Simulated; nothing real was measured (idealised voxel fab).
Name of the process module below: voxel wiring stack
The cross-section on display is named cut; it measures 210 nm wide, and its cells are 5 nm squares.
Notation: cross-section as square-cell grid; stated in bands, top first, going down; one or more cell rows per band. What a band's entry tells you: where the top is and where the bottom is, as heights in nm, and after that what lies inside, material by material from left to right, each with its width in nm. Empty space is written as the word "empty", and a single material marked with the word "all across" occupies the band from edge to edge. Heights are measured from 0, the level below which the as-received wafer is all one material; the lowest band has no bottom and continues downward, written as in "z 0 and below". So if you see something like "30 to 40" for the width, read it as the top row of the band sitting at the first number and the bottom row at the second, with every row in between moving by the same amount as the last. "remained the same", as given for a step, is the statement that not any cell of the cross-section underwent a change during that step. "Encapsulated voids" - sealed voids, min. 8 cells, no opening to top; format: width x height at distance (distance from left edge; nm throughout). On a step's line, text after the settings is the simulator commenting on that step. "overlay nm" denotes, for a step that has a mask, the displacement of the mask to the right of its planned place, with negative values corresponding to the left.
## So here's the lineup of process steps we planned
1) RECEIVE: material Si
2) CONFORMAL_DEP: material SiO2, thk nm 15
3) CONFORMAL_DEP: material SiCN, thk nm 5
4) DIRECTIONAL_DEP: material lowk, thk nm 15
5) PATTERN: tone open, mask id METAL_1, material resist, width nm 30, pitch nm 45, thk nm 15, overlay nm 0
6) DIRECTIONAL_ETCH: etch materials lowk, depth nm 15
7) DIRECTIONAL_ETCH: etch materials SiCN, depth nm 5
8) STRIP: etch materials resist
9) CONFORMAL_DEP: material TiN, thk nm 5
10) FILL_DEP: material W, thk nm 5
11) CMP: height nm 35
12) CONFORMAL_DEP: material SiCN, thk nm 5
13) DIRECTIONAL_DEP: material lowk, thk nm 20
14) PATTERN: tone open, mask id PLUG_1, material resist, width nm 15, pitch nm 45, thk nm 20, overlay nm 0
15) DIRECTIONAL_ETCH: etch materials lowk, depth nm 20
16) DIRECTIONAL_ETCH: etch materials SiCN, depth nm 5
17) STRIP: etch materials resist
18) CONFORMAL_DEP: material TiN, thk nm 5
19) FILL_DEP: material Ru, thk nm 10
20) CMP: height nm 60
21) DIRECTIONAL_DEP: material TiN, thk nm 5
22) DIRECTIONAL_DEP: material W, thk nm 25
23) DIRECTIONAL_DEP: material aC, thk nm 10
24) PATTERN: tone cover, mask id METAL_2, material resist, width nm 30, pitch nm 45, thk nm 30, overlay nm 0
25) DIRECTIONAL_ETCH: etch materials aC, depth nm 10
26) STRIP: etch materials resist
27) DIRECTIONAL_ETCH: etch materials W, depth nm 25
28) DIRECTIONAL_ETCH: etch materials TiN, depth nm 5
29) STRIP: etch materials aC
30) FILL_DEP: material lowk, thk nm 5
31) CMP: height nm 90
32) CONFORMAL_DEP: material SiCN, thk nm 5
33) DIRECTIONAL_DEP: material SiO2, thk nm 35
34) PATTERN: tone open, mask id METAL_3_HOLES, material resist, width nm 15, pitch nm 45, thk nm 20, overlay nm 0
35) DIRECTIONAL_ETCH: etch materials SiO2, depth nm 35
36) STRIP: etch materials resist
37) DIRECTIONAL_DEP: material aC, thk nm 15
38) PATTERN: tone open, mask id METAL_3, material resist, width nm 30, pitch nm 45, thk nm 30, overlay nm 0
39) DIRECTIONAL_ETCH: etch materials aC, depth nm 15
40) STRIP: etch materials resist
41) DIRECTIONAL_ETCH: etch materials SiO2, depth nm 20
42) DIRECTIONAL_ETCH: etch materials SiCN, depth nm 5
43) STRIP: etch materials aC
44) CONFORMAL_DEP: material TiN, thk nm 5
45) FILL_DEP: material Ru, thk nm 10
46) CMP: height nm 130
47) CONFORMAL_DEP: material SiN, thk nm 5
## First of the two wafers, run per plan
## So this is the incoming wafer in cross-section - it's already been through step 1
    z 0 and below: Si all across
    Encapsulated voids: none
## after step 2
    z 15 to 0: SiO2 all across
    Heights below 0 show no change.
## after step 3
    z 20 to 15: SiCN all across
    Heights below 15 show no change.
## after step 4
    z 35 to 20: lowk all across
    Heights below 20 show no change.
## after step 5
    z 50 to 35: resist 20, then empty 30, then resist 15, then empty 30, then resist 15, then empty 30, then resist 15, then empty 30, then resist 25
    Heights below 35 show no change.
## after step 6
    z 50 to 35: resist 20, then empty 30, then resist 15, then empty 30, then resist 15, then empty 30, then resist 15, then empty 30, then resist 25
    z 35 to 20: lowk 20, then empty 30, then lowk 15, then empty 30, then lowk 15, then empty 30, then lowk 15, then empty 30, then lowk 25
    Heights below 20 show no change.
## after step 7
    z 50 to 35: resist 20, then empty 30, then resist 15, then empty 30, then resist 15, then empty 30, then resist 15, then empty 30, then resist 25
    z 35 to 20: lowk 20, then empty 30, then lowk 15, then empty 30, then lowk 15, then empty 30, then lowk 15, then empty 30, then lowk 25
    z 20 to 15: SiCN 20, then empty 30, then SiCN 15, then empty 30, then SiCN 15, then empty 30, then SiCN 15, then empty 30, then SiCN 25
    Heights below 15 show no change.
## after step 8
    z 35 to 20: lowk 20, then empty 30, then lowk 15, then empty 30, then lowk 15, then empty 30, then lowk 15, then empty 30, then lowk 25
    Heights below 20 show no change.
## after step 9
    z 40 to 35: TiN 25, then empty 20, then TiN 25, then empty 20, then TiN 25, then empty 20, then TiN 25, then empty 20, then TiN 30
    z 35 to 20: lowk 20, then TiN 5, then empty 20, then TiN 5, then lowk 15, then TiN 5, then empty 20, then TiN 5, then lowk 15, then TiN 5, then empty 20, then TiN 5, then lowk 15, then TiN 5, then empty 20, then TiN 5, then lowk 25
    z 20 to 15: SiCN 20, then TiN 30, then SiCN 15, then TiN 30, then SiCN 15, then TiN 30, then SiCN 15, then TiN 30, then SiCN 25
    Heights below 15 show no change.
## after step 10
    z 45 to 40: W all across
    z 40 to 35: TiN 25, then W 20, then TiN 25, then W 20, then TiN 25, then W 20, then TiN 25, then W 20, then TiN 30
    z 35 to 20: lowk 20, then TiN 5, then W 20, then TiN 5, then lowk 15, then TiN 5, then W 20, then TiN 5, then lowk 15, then TiN 5, then W 20, then TiN 5, then lowk 15, then TiN 5, then W 20, then TiN 5, then lowk 25
    Heights below 20 show no change.
## after step 11
    z 35 to 20: lowk 20, then TiN 5, then W 20, then TiN 5, then lowk 15, then TiN 5, then W 20, then TiN 5, then lowk 15, then TiN 5, then W 20, then TiN 5, then lowk 15, then TiN 5, then W 20, then TiN 5, then lowk 25
    Heights below 20 show no change.
## after step 12
    z 40 to 35: SiCN all across
    Heights below 35 show no change.
## after step 13
    z 60 to 40: lowk all across
    Heights below 40 show no change.
## after step 14
    z 80 to 60: resist 20, then empty 15, then resist 30, then empty 15, then resist 30, then empty 15, then resist 30, then empty 15, then resist 40
    Heights below 60 show no change.
## after step 15
    z 80 to 60: resist 20, then empty 15, then resist 30, then empty 15, then resist 30, then empty 15, then resist 30, then empty 15, then resist 40
    z 60 to 40: lowk 20, then empty 15, then lowk 30, then empty 15, then lowk 30, then empty 15, then lowk 30, then empty 15, then lowk 40
    Heights below 40 show no change.
## after step 16
    z 80 to 60: resist 20, then empty 15, then resist 30, then empty 15, then resist 30, then empty 15, then resist 30, then empty 15, then resist 40
    z 60 to 40: lowk 20, then empty 15, then lowk 30, then empty 15, then lowk 30, then empty 15, then lowk 30, then empty 15, then lowk 40
    z 40 to 35: SiCN 20, then empty 15, then SiCN 30, then empty 15, then SiCN 30, then empty 15, then SiCN 30, then empty 15, then SiCN 40
    Heights below 35 show no change.
## after step 17
    z 60 to 40: lowk 20, then empty 15, then lowk 30, then empty 15, then lowk 30, then empty 15, then lowk 30, then empty 15, then lowk 40
    Heights below 40 show no change.
## after step 18
    z 65 to 60: TiN 25, then empty 5, then TiN 40, then empty 5, then TiN 40, then empty 5, then TiN 40, then empty 5, then TiN 45
    z 60 to 40: lowk 20, then TiN 5, then empty 5, then TiN 5, then lowk 30, then TiN 5, then empty 5, then TiN 5, then lowk 30, then TiN 5, then empty 5, then TiN 5, then lowk 30, then TiN 5, then empty 5, then TiN 5, then lowk 40
    z 40 to 35: SiCN 20, then TiN 15, then SiCN 30, then TiN 15, then SiCN 30, then TiN 15, then SiCN 30, then TiN 15, then SiCN 40
    Heights below 35 show no change.
## after step 19
    z 75 to 65: Ru all across
    z 65 to 60: TiN 25, then Ru 5, then TiN 40, then Ru 5, then TiN 40, then Ru 5, then TiN 40, then Ru 5, then TiN 45
    z 60 to 40: lowk 20, then TiN 5, then Ru 5, then TiN 5, then lowk 30, then TiN 5, then Ru 5, then TiN 5, then lowk 30, then TiN 5, then Ru 5, then TiN 5, then lowk 30, then TiN 5, then Ru 5, then TiN 5, then lowk 40
    Heights below 40 show no change.
## after step 20
    z 60 to 40: lowk 20, then TiN 5, then Ru 5, then TiN 5, then lowk 30, then TiN 5, then Ru 5, then TiN 5, then lowk 30, then TiN 5, then Ru 5, then TiN 5, then lowk 30, then TiN 5, then Ru 5, then TiN 5, then lowk 40
    Heights below 40 show no change.
## after step 21
    z 65 to 60: TiN all across
    Heights below 60 show no change.
## after step 22
    z 90 to 65: W all across
    Heights below 65 show no change.
## after step 23
    z 100 to 90: aC all across
    Heights below 90 show no change.
## after step 24
    z 130 to 100: empty 20, then resist 30, then empty 15, then resist 30, then empty 15, then resist 30, then empty 15, then resist 30, then empty 25
    Heights below 100 show no change.
## after step 25
    z 120 to 100: empty 20, then resist 30, then empty 15, then resist 30, then empty 15, then resist 30, then empty 15, then resist 30, then empty 25
    z 100 to 90: empty 20, then aC 30, then empty 15, then aC 30, then empty 15, then aC 30, then empty 15, then aC 30, then empty 25
    Heights below 90 show no change.
## after step 26
    z 100 to 90: empty 20, then aC 30, then empty 15, then aC 30, then empty 15, then aC 30, then empty 15, then aC 30, then empty 25
    Heights below 90 show no change.
## after step 27
    z 100 to 90: empty 20, then aC 30, then empty 15, then aC 30, then empty 15, then aC 30, then empty 15, then aC 30, then empty 25
    z 90 to 65: empty 20, then W 30, then empty 15, then W 30, then empty 15, then W 30, then empty 15, then W 30, then empty 25
    Heights below 65 show no change.
## after step 28
    z 100 to 90: empty 20, then aC 30, then empty 15, then aC 30, then empty 15, then aC 30, then empty 15, then aC 30, then empty 25
    z 90 to 65: empty 20, then W 30, then empty 15, then W 30, then empty 15, then W 30, then empty 15, then W 30, then empty 25
    z 65 to 60: empty 20, then TiN 30, then empty 15, then TiN 30, then empty 15, then TiN 30, then empty 15, then TiN 30, then empty 25
    Heights below 60 show no change.
## after step 29
    z 90 to 65: empty 20, then W 30, then empty 15, then W 30, then empty 15, then W 30, then empty 15, then W 30, then empty 25
    Heights below 65 show no change.
## after step 30
    z 95 to 90: lowk all across
    z 90 to 65: lowk 20, then W 30, then lowk 15, then W 30, then lowk 15, then W 30, then lowk 15, then W 30, then lowk 25
    z 65 to 60: lowk 20, then TiN 30, then lowk 15, then TiN 30, then lowk 15, then TiN 30, then lowk 15, then TiN 30, then lowk 25
    Heights below 60 show no change.
## after step 31
    z 90 to 65: lowk 20, then W 30, then lowk 15, then W 30, then lowk 15, then W 30, then lowk 15, then W 30, then lowk 25
    Heights below 65 show no change.
## after step 32
    z 95 to 90: SiCN all across
    Heights below 90 show no change.
## after step 33
    z 130 to 95: SiO2 all across
    Heights below 95 show no change.
## after step 34
    z 150 to 130: resist 20, then empty 15, then resist 30, then empty 15, then resist 30, then empty 15, then resist 30, then empty 15, then resist 40
    Heights below 130 show no change.
## after step 35
    z 150 to 130: resist 20, then empty 15, then resist 30, then empty 15, then resist 30, then empty 15, then resist 30, then empty 15, then resist 40
    z 130 to 95: SiO2 20, then empty 15, then SiO2 30, then empty 15, then SiO2 30, then empty 15, then SiO2 30, then empty 15, then SiO2 40
    Heights below 95 show no change.
## after step 36
    z 130 to 95: SiO2 20, then empty 15, then SiO2 30, then empty 15, then SiO2 30, then empty 15, then SiO2 30, then empty 15, then SiO2 40
    Heights below 95 show no change.
## after step 37
    z 145 to 130: aC 20, then empty 15, then aC 30, then empty 15, then aC 30, then empty 15, then aC 30, then empty 15, then aC 40
    z 130 to 110: SiO2 20, then empty 15, then SiO2 30, then empty 15, then SiO2 30, then empty 15, then SiO2 30, then empty 15, then SiO2 40
    z 110 to 95: SiO2 20, then aC 15, then SiO2 30, then aC 15, then SiO2 30, then aC 15, then SiO2 30, then aC 15, then SiO2 40
    Heights below 95 show no change.
## after step 38
    z 175 to 145: resist 20, then empty 30, then resist 15, then empty 30, then resist 15, then empty 30, then resist 15, then empty 30, then resist 25
    Heights below 145 show no change.
## after step 39
    z 160 to 145: resist 20, then empty 30, then resist 15, then empty 30, then resist 15, then empty 30, then resist 15, then empty 30, then resist 25
    z 145 to 130: aC 20, then empty 30, then aC 15, then empty 30, then aC 15, then empty 30, then aC 15, then empty 30, then aC 25
    z 130 to 95: SiO2 20, then empty 15, then SiO2 30, then empty 15, then SiO2 30, then empty 15, then SiO2 30, then empty 15, then SiO2 40
    Heights below 95 show no change.
## after step 40
    z 145 to 130: aC 20, then empty 30, then aC 15, then empty 30, then aC 15, then empty 30, then aC 15, then empty 30, then aC 25
    Heights below 130 show no change.
## after step 41
    z 145 to 130: aC 20, then empty 30, then aC 15, then empty 30, then aC 15, then empty 30, then aC 15, then empty 30, then aC 25
    z 130 to 110: SiO2 20, then empty 30, then SiO2 15, then empty 30, then SiO2 15, then empty 30, then SiO2 15, then empty 30, then SiO2 25
    Heights below 110 show no change.
## after step 42
    z 145 to 130: aC 20, then empty 30, then aC 15, then empty 30, then aC 15, then empty 30, then aC 15, then empty 30, then aC 25
    z 130 to 110: SiO2 20, then empty 30, then SiO2 15, then empty 30, then SiO2 15, then empty 30, then SiO2 15, then empty 30, then SiO2 25
    z 110 to 95: SiO2 20, then empty 15, then SiO2 30, then empty 15, then SiO2 30, then empty 15, then SiO2 30, then empty 15, then SiO2 40
    z 95 to 90: SiCN 20, then empty 15, then SiCN 30, then empty 15, then SiCN 30, then empty 15, then SiCN 30, then empty 15, then SiCN 40
    Heights below 90 show no change.
## after step 43
    z 130 to 110: SiO2 20, then empty 30, then SiO2 15, then empty 30, then SiO2 15, then empty 30, then SiO2 15, then empty 30, then SiO2 25
    Heights below 110 show no change.
## after step 44
    z 135 to 130: TiN 25, then empty 20, then TiN 25, then empty 20, then TiN 25, then empty 20, then TiN 25, then empty 20, then TiN 30
    z 130 to 115: SiO2 20, then TiN 5, then empty 20, then TiN 5, then SiO2 15, then TiN 5, then empty 20, then TiN 5, then SiO2 15, then TiN 5, then empty 20, then TiN 5, then SiO2 15, then TiN 5, then empty 20, then TiN 5, then SiO2 25
    z 115 to 110: SiO2 20, then TiN 5, then empty 5, then TiN 20, then SiO2 15, then TiN 5, then empty 5, then TiN 20, then SiO2 15, then TiN 5, then empty 5, then TiN 20, then SiO2 15, then TiN 5, then empty 5, then TiN 20, then SiO2 25
    z 110 to 95: SiO2 20, then TiN 5, then empty 5, then TiN 5, then SiO2 30, then TiN 5, then empty 5, then TiN 5, then SiO2 30, then TiN 5, then empty 5, then TiN 5, then SiO2 30, then TiN 5, then empty 5, then TiN 5, then SiO2 40
    z 95 to 90: SiCN 20, then TiN 15, then SiCN 30, then TiN 15, then SiCN 30, then TiN 15, then SiCN 30, then TiN 15, then SiCN 40
    Heights below 90 show no change.
## after step 45
    z 145 to 135: Ru all across
    z 135 to 130: TiN 25, then Ru 20, then TiN 25, then Ru 20, then TiN 25, then Ru 20, then TiN 25, then Ru 20, then TiN 30
    z 130 to 115: SiO2 20, then TiN 5, then Ru 20, then TiN 5, then SiO2 15, then TiN 5, then Ru 20, then TiN 5, then SiO2 15, then TiN 5, then Ru 20, then TiN 5, then SiO2 15, then TiN 5, then Ru 20, then TiN 5, then SiO2 25
    z 115 to 110: SiO2 20, then TiN 5, then Ru 5, then TiN 20, then SiO2 15, then TiN 5, then Ru 5, then TiN 20, then SiO2 15, then TiN 5, then Ru 5, then TiN 20, then SiO2 15, then TiN 5, then Ru 5, then TiN 20, then SiO2 25
    z 110 to 95: SiO2 20, then TiN 5, then Ru 5, then TiN 5, then SiO2 30, then TiN 5, then Ru 5, then TiN 5, then SiO2 30, then TiN 5, then Ru 5, then TiN 5, then SiO2 30, then TiN 5, then Ru 5, then TiN 5, then SiO2 40
    Heights below 95 show no change.
## after step 46
    z 130 to 115: SiO2 20, then TiN 5, then Ru 20, then TiN 5, then SiO2 15, then TiN 5, then Ru 20, then TiN 5, then SiO2 15, then TiN 5, then Ru 20, then TiN 5, then SiO2 15, then TiN 5, then Ru 20, then TiN 5, then SiO2 25
    Heights below 115 show no change.
## after step 47
    z 135 to 130: SiN all across
    Heights below 130 show no change.
## Wafer two: like wafer one in start and plan, but with one mistake in execution; identical up to and including step 13
## Planned end of step 14: second wafer, cross-section
    z 80 to 60: resist 20, then empty 20, then resist 25, then empty 20, then resist 25, then empty 20, then resist 25, then empty 20, then resist 35
    Heights below 60 show no change.
## Planned end of step 15: second wafer, cross-section
    z 80 to 60: resist 20, then empty 20, then resist 25, then empty 20, then resist 25, then empty 20, then resist 25, then empty 20, then resist 35
    z 60 to 40: lowk 20, then empty 20, then lowk 25, then empty 20, then lowk 25, then empty 20, then lowk 25, then empty 20, then lowk 35
    Heights below 40 show no change.
## Planned end of step 16: second wafer, cross-section
    z 80 to 60: resist 20, then empty 20, then resist 25, then empty 20, then resist 25, then empty 20, then resist 25, then empty 20, then resist 35
    z 60 to 40: lowk 20, then empty 20, then lowk 25, then empty 20, then lowk 25, then empty 20, then lowk 25, then empty 20, then lowk 35
    z 40 to 35: SiCN 20, then empty 20, then SiCN 25, then empty 20, then SiCN 25, then empty 20, then SiCN 25, then empty 20, then SiCN 35
    Heights below 35 show no change.
## Planned end of step 17: second wafer, cross-section
    z 60 to 40: lowk 20, then empty 20, then lowk 25, then empty 20, then lowk 25, then empty 20, then lowk 25, then empty 20, then lowk 35
    Heights below 40 show no change.
## Planned end of step 18: second wafer, cross-section
    z 65 to 60: TiN 25, then empty 10, then TiN 35, then empty 10, then TiN 35, then empty 10, then TiN 35, then empty 10, then TiN 40
    z 60 to 40: lowk 20, then TiN 5, then empty 10, then TiN 5, then lowk 25, then TiN 5, then empty 10, then TiN 5, then lowk 25, then TiN 5, then empty 10, then TiN 5, then lowk 25, then TiN 5, then empty 10, then TiN 5, then lowk 35
    z 40 to 35: SiCN 20, then TiN 20, then SiCN 25, then TiN 20, then SiCN 25, then TiN 20, then SiCN 25, then TiN 20, then SiCN 35
    Heights below 35 show no change.
## Planned end of step 19: second wafer, cross-section
    z 75 to 65: Ru all across
    z 65 to 60: TiN 25, then Ru 10, then TiN 35, then Ru 10, then TiN 35, then Ru 10, then TiN 35, then Ru 10, then TiN 40
    z 60 to 40: lowk 20, then TiN 5, then Ru 10, then TiN 5, then lowk 25, then TiN 5, then Ru 10, then TiN 5, then lowk 25, then TiN 5, then Ru 10, then TiN 5, then lowk 25, then TiN 5, then Ru 10, then TiN 5, then lowk 35
    Heights below 40 show no change.
## Planned end of step 20: second wafer, cross-section
    z 60 to 40: lowk 20, then TiN 5, then Ru 10, then TiN 5, then lowk 25, then TiN 5, then Ru 10, then TiN 5, then lowk 25, then TiN 5, then Ru 10, then TiN 5, then lowk 25, then TiN 5, then Ru 10, then TiN 5, then lowk 35
    Heights below 40 show no change.
## Planned end of step 21: second wafer, cross-section
    z 65 to 60: TiN all across
    Heights below 60 show no change.
## Planned end of step 22: second wafer, cross-section
    z 90 to 65: W all across
    Heights below 65 show no change.
## Planned end of step 23: second wafer, cross-section
    z 100 to 90: aC all across
    Heights below 90 show no change.
## Planned end of step 24: second wafer, cross-section
    z 130 to 100: empty 20, then resist 30, then empty 15, then resist 30, then empty 15, then resist 30, then empty 15, then resist 30, then empty 25
    Heights below 100 show no change.
## Planned end of step 25: second wafer, cross-section
    z 120 to 100: empty 20, then resist 30, then empty 15, then resist 30, then empty 15, then resist 30, then empty 15, then resist 30, then empty 25
    z 100 to 90: empty 20, then aC 30, then empty 15, then aC 30, then empty 15, then aC 30, then empty 15, then aC 30, then empty 25
    Heights below 90 show no change.
## Planned end of step 26: second wafer, cross-section
    z 100 to 90: empty 20, then aC 30, then empty 15, then aC 30, then empty 15, then aC 30, then empty 15, then aC 30, then empty 25
    Heights below 90 show no change.
## Planned end of step 27: second wafer, cross-section
    z 100 to 90: empty 20, then aC 30, then empty 15, then aC 30, then empty 15, then aC 30, then empty 15, then aC 30, then empty 25
    z 90 to 65: empty 20, then W 30, then empty 15, then W 30, then empty 15, then W 30, then empty 15, then W 30, then empty 25
    Heights below 65 show no change.
## Planned end of step 28: second wafer, cross-section
    z 100 to 90: empty 20, then aC 30, then empty 15, then aC 30, then empty 15, then aC 30, then empty 15, then aC 30, then empty 25
    z 90 to 65: empty 20, then W 30, then empty 15, then W 30, then empty 15, then W 30, then empty 15, then W 30, then empty 25
    z 65 to 60: empty 20, then TiN 30, then empty 15, then TiN 30, then empty 15, then TiN 30, then empty 15, then TiN 30, then empty 25
    Heights below 60 show no change.
## Planned end of step 29: second wafer, cross-section
    z 90 to 65: empty 20, then W 30, then empty 15, then W 30, then empty 15, then W 30, then empty 15, then W 30, then empty 25
    Heights below 65 show no change.
## Planned end of step 30: second wafer, cross-section
    z 95 to 90: lowk all across
    z 90 to 65: lowk 20, then W 30, then lowk 15, then W 30, then lowk 15, then W 30, then lowk 15, then W 30, then lowk 25
    z 65 to 60: lowk 20, then TiN 30, then lowk 15, then TiN 30, then lowk 15, then TiN 30, then lowk 15, then TiN 30, then lowk 25
    Heights below 60 show no change.
## Planned end of step 31: second wafer, cross-section
    z 90 to 65: lowk 20, then W 30, then lowk 15, then W 30, then lowk 15, then W 30, then lowk 15, then W 30, then lowk 25
    Heights below 65 show no change.
## Planned end of step 32: second wafer, cross-section
    z 95 to 90: SiCN all across
    Heights below 90 show no change.
## Planned end of step 33: second wafer, cross-section
    z 130 to 95: SiO2 all across
    Heights below 95 show no change.
## Planned end of step 34: second wafer, cross-section
    z 150 to 130: resist 20, then empty 15, then resist 30, then empty 15, then resist 30, then empty 15, then resist 30, then empty 15, then resist 40
    Heights below 130 show no change.
## Planned end of step 35: second wafer, cross-section
    z 150 to 130: resist 20, then empty 15, then resist 30, then empty 15, then resist 30, then empty 15, then resist 30, then empty 15, then resist 40
    z 130 to 95: SiO2 20, then empty 15, then SiO2 30, then empty 15, then SiO2 30, then empty 15, then SiO2 30, then empty 15, then SiO2 40
    Heights below 95 show no change.
## Planned end of step 36: second wafer, cross-section
    z 130 to 95: SiO2 20, then empty 15, then SiO2 30, then empty 15, then SiO2 30, then empty 15, then SiO2 30, then empty 15, then SiO2 40
    Heights below 95 show no change.
## Planned end of step 37: second wafer, cross-section
    z 145 to 130: aC 20, then empty 15, then aC 30, then empty 15, then aC 30, then empty 15, then aC 30, then empty 15, then aC 40
    z 130 to 110: SiO2 20, then empty 15, then SiO2 30, then empty 15, then SiO2 30, then empty 15, then SiO2 30, then empty 15, then SiO2 40
    z 110 to 95: SiO2 20, then aC 15, then SiO2 30, then aC 15, then SiO2 30, then aC 15, then SiO2 30, then aC 15, then SiO2 40
    Heights below 95 show no change.
## Planned end of step 38: second wafer, cross-section
    z 175 to 145: resist 20, then empty 30, then resist 15, then empty 30, then resist 15, then empty 30, then resist 15, then empty 30, then resist 25
    Heights below 145 show no change.
## Planned end of step 39: second wafer, cross-section
    z 160 to 145: resist 20, then empty 30, then resist 15, then empty 30, then resist 15, then empty 30, then resist 15, then empty 30, then resist 25
    z 145 to 130: aC 20, then empty 30, then aC 15, then empty 30, then aC 15, then empty 30, then aC 15, then empty 30, then aC 25
    z 130 to 95: SiO2 20, then empty 15, then SiO2 30, then empty 15, then SiO2 30, then empty 15, then SiO2 30, then empty 15, then SiO2 40
    Heights below 95 show no change.
## Planned end of step 40: second wafer, cross-section
    z 145 to 130: aC 20, then empty 30, then aC 15, then empty 30, then aC 15, then empty 30, then aC 15, then empty 30, then aC 25
    Heights below 130 show no change.
## Planned end of step 41: second wafer, cross-section
    z 145 to 130: aC 20, then empty 30, then aC 15, then empty 30, then aC 15, then empty 30, then aC 15, then empty 30, then aC 25
    z 130 to 110: SiO2 20, then empty 30, then SiO2 15, then empty 30, then SiO2 15, then empty 30, then SiO2 15, then empty 30, then SiO2 25
    Heights below 110 show no change.
## Planned end of step 42: second wafer, cross-section
    z 145 to 130: aC 20, then empty 30, then aC 15, then empty 30, then aC 15, then empty 30, then aC 15, then empty 30, then aC 25
    z 130 to 110: SiO2 20, then empty 30, then SiO2 15, then empty 30, then SiO2 15, then empty 30, then SiO2 15, then empty 30, then SiO2 25
    z 110 to 95: SiO2 20, then empty 15, then SiO2 30, then empty 15, then SiO2 30, then empty 15, then SiO2 30, then empty 15, then SiO2 40
    z 95 to 90: SiCN 20, then empty 15, then SiCN 30, then empty 15, then SiCN 30, then empty 15, then SiCN 30, then empty 15, then SiCN 40
    Heights below 90 show no change.
## Planned end of step 43: second wafer, cross-section
    z 130 to 110: SiO2 20, then empty 30, then SiO2 15, then empty 30, then SiO2 15, then empty 30, then SiO2 15, then empty 30, then SiO2 25
    Heights below 110 show no change.
## Planned end of step 44: second wafer, cross-section
    z 135 to 130: TiN 25, then empty 20, then TiN 25, then empty 20, then TiN 25, then empty 20, then TiN 25, then empty 20, then TiN 30
    z 130 to 115: SiO2 20, then TiN 5, then empty 20, then TiN 5, then SiO2 15, then TiN 5, then empty 20, then TiN 5, then SiO2 15, then TiN 5, then empty 20, then TiN 5, then SiO2 15, then TiN 5, then empty 20, then TiN 5, then SiO2 25
    z 115 to 110: SiO2 20, then TiN 5, then empty 5, then TiN 20, then SiO2 15, then TiN 5, then empty 5, then TiN 20, then SiO2 15, then TiN 5, then empty 5, then TiN 20, then SiO2 15, then TiN 5, then empty 5, then TiN 20, then SiO2 25
    z 110 to 95: SiO2 20, then TiN 5, then empty 5, then TiN 5, then SiO2 30, then TiN 5, then empty 5, then TiN 5, then SiO2 30, then TiN 5, then empty 5, then TiN 5, then SiO2 30, then TiN 5, then empty 5, then TiN 5, then SiO2 40
    z 95 to 90: SiCN 20, then TiN 15, then SiCN 30, then TiN 15, then SiCN 30, then TiN 15, then SiCN 30, then TiN 15, then SiCN 40
    Heights below 90 show no change.
## Planned end of step 45: second wafer, cross-section
    z 145 to 135: Ru all across
    z 135 to 130: TiN 25, then Ru 20, then TiN 25, then Ru 20, then TiN 25, then Ru 20, then TiN 25, then Ru 20, then TiN 30
    z 130 to 115: SiO2 20, then TiN 5, then Ru 20, then TiN 5, then SiO2 15, then TiN 5, then Ru 20, then TiN 5, then SiO2 15, then TiN 5, then Ru 20, then TiN 5, then SiO2 15, then TiN 5, then Ru 20, then TiN 5, then SiO2 25
    z 115 to 110: SiO2 20, then TiN 5, then Ru 5, then TiN 20, then SiO2 15, then TiN 5, then Ru 5, then TiN 20, then SiO2 15, then TiN 5, then Ru 5, then TiN 20, then SiO2 15, then TiN 5, then Ru 5, then TiN 20, then SiO2 25
    z 110 to 95: SiO2 20, then TiN 5, then Ru 5, then TiN 5, then SiO2 30, then TiN 5, then Ru 5, then TiN 5, then SiO2 30, then TiN 5, then Ru 5, then TiN 5, then SiO2 30, then TiN 5, then Ru 5, then TiN 5, then SiO2 40
    Heights below 95 show no change.
## Planned end of step 46: second wafer, cross-section
    z 130 to 115: SiO2 20, then TiN 5, then Ru 20, then TiN 5, then SiO2 15, then TiN 5, then Ru 20, then TiN 5, then SiO2 15, then TiN 5, then Ru 20, then TiN 5, then SiO2 15, then TiN 5, then Ru 20, then TiN 5, then SiO2 25
    Heights below 115 show no change.
## Planned end of step 47: second wafer, cross-section
    z 135 to 130: SiN all across
    Heights below 130 show no change.
Run error: step 14 was run on a setting that differed from the plan, and what really ran there is PATTERN: tone open, mask id PLUG_1, material resist, width nm 20, pitch nm 45, thk nm 20, overlay nm 0
At the finish, the second wafer shows more or fewer cells for some materials than the first does: Ru +16, SiCN -4, TiN +4, lowk -16
